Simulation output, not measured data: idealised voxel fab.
process module | voxel capacitor over wiring
cross-section cut | 170 nm wide | cells 5 nm
A cross-section is a grid of square cells, given in bands from the top down. A band is one or more rows of cells.
Each band's line starts with the height of the band's top and of its bottom, in nm. Then come its materials from left to right, each with its width in nm. One material with "throughout" fills the band from edge to edge. "air" is empty space.
Height 0 is the level under which the wafer as received is all one material. The lowest band goes on downwards, as in "0 down".
A width such as "30 to 40" changes by the same amount from each row of cells to the next, from the band's top row to its bottom row.
"no change" after a step means that no cell of the cross-section changed.
closed voids: empty space of 8 cells or more with no open way to the top, each as width x height at its distance from the left edge, in nm
after a step's settings: what the simulator itself notes on the step
overlay nm, on a step with a mask: how far to the right of its planned place the mask lay; to the left if negative
plan
1 op RECEIVE | material Si
2 op CONFORMAL_DEP | material SiO2 | thk nm 15
3 op DIRECTIONAL_DEP | material TiN | thk nm 5
4 op DIRECTIONAL_DEP | material W | thk nm 20
5 op PATTERN | tone cover | mask id METAL_1 | material resist | width nm 20 | pitch nm 75 | thk nm 15 | overlay nm 0
6 op DIRECTIONAL_ETCH | etch materials W | depth nm 20
7 op DIRECTIONAL_ETCH | etch materials TiN | depth nm 5
8 op STRIP | etch materials resist
9 op CONFORMAL_DEP | material SiCN | thk nm 5
10 op FILL_DEP | material lowk | thk nm 10
11 op CMP | height nm 40
12 op CONFORMAL_DEP | material SiCN | thk nm 5
13 op DIRECTIONAL_DEP | material lowk | thk nm 20
14 op MASKED_ETCH | tone open | mask id PLUG_1 | width nm 15 | etch materials lowk | depth nm 20 | overlay nm 0
15 op MASKED_ETCH | tone open | mask id PLUG_1 | width nm 15 | etch materials SiCN | depth nm 5 | overlay nm 0
16 op EPI | material Ru | thk nm 10
17 op EPI | material Ru | thk nm 10
18 op EPI | material Ru | thk nm 5
19 op DIRECTIONAL_DEP | material TiN | thk nm 10
20 op DIRECTIONAL_DEP | material SiN | thk nm 5
21 op DIRECTIONAL_DEP | material TiN | thk nm 5
22 op DIRECTIONAL_DEP | material aC | thk nm 15
23 op PATTERN | tone cover | mask id UPPER_PLATE | material resist | width nm 60 | thk nm 30 | overlay nm 0
24 op DIRECTIONAL_ETCH | etch materials aC | depth nm 15
25 op STRIP | etch materials resist
26 op DIRECTIONAL_ETCH | etch materials TiN | depth nm 5
27 op DIRECTIONAL_ETCH | etch materials SiN | depth nm 5
28 op STRIP | etch materials aC
29 op DIRECTIONAL_DEP | material aC | thk nm 15
30 op PATTERN | tone cover | mask id LOWER_PLATE | material resist | width nm 70 | thk nm 30 | overlay nm 0
31 op DIRECTIONAL_ETCH | etch materials aC | depth nm 15
32 op STRIP | etch materials resist
33 op DIRECTIONAL_ETCH | etch materials TiN | depth nm 10
34 op STRIP | etch materials aC
35 op FILL_DEP | material SiO2 | thk nm 20
36 op CMP | height nm 100
37 op MASKED_ETCH | tone open | mask id PLUG_2 | width nm 15 | etch materials SiO2 | depth nm 15 | overlay nm 0
38 op CONFORMAL_DEP | material TiN | thk nm 5
39 op FILL_DEP | material W | thk nm 5
40 op CMP | height nm 100
41 op CONFORMAL_DEP | material SiCN | thk nm 5
varied across the wafers: thk nm of step 12. The plan shows the first wafer's value. All wafers start alike
first wafer as received, after step 1
  0 down: Si throughout
  closed voids: none
each wafer at the end: cells of each material gained (+) or lost (-) since it was received, then its closed voids
thk nm 5 | +15 Ru | +107 SiCN | +12 SiN | +279 SiO2 | +55 TiN | +34 W | +212 lowk | closed voids: none
thk nm 10 | +141 SiCN | +12 SiN | +262 SiO2 | +54 TiN | +33 W | +212 lowk | closed voids: none
thk nm 15 | +175 SiCN | +12 SiN | +230 SiO2 | +53 TiN | +32 W | +212 lowk | closed voids: none
thk nm 20 | +209 SiCN | +12 SiN | +198 SiO2 | +51 TiN | +32 W | +212 lowk | closed voids: none
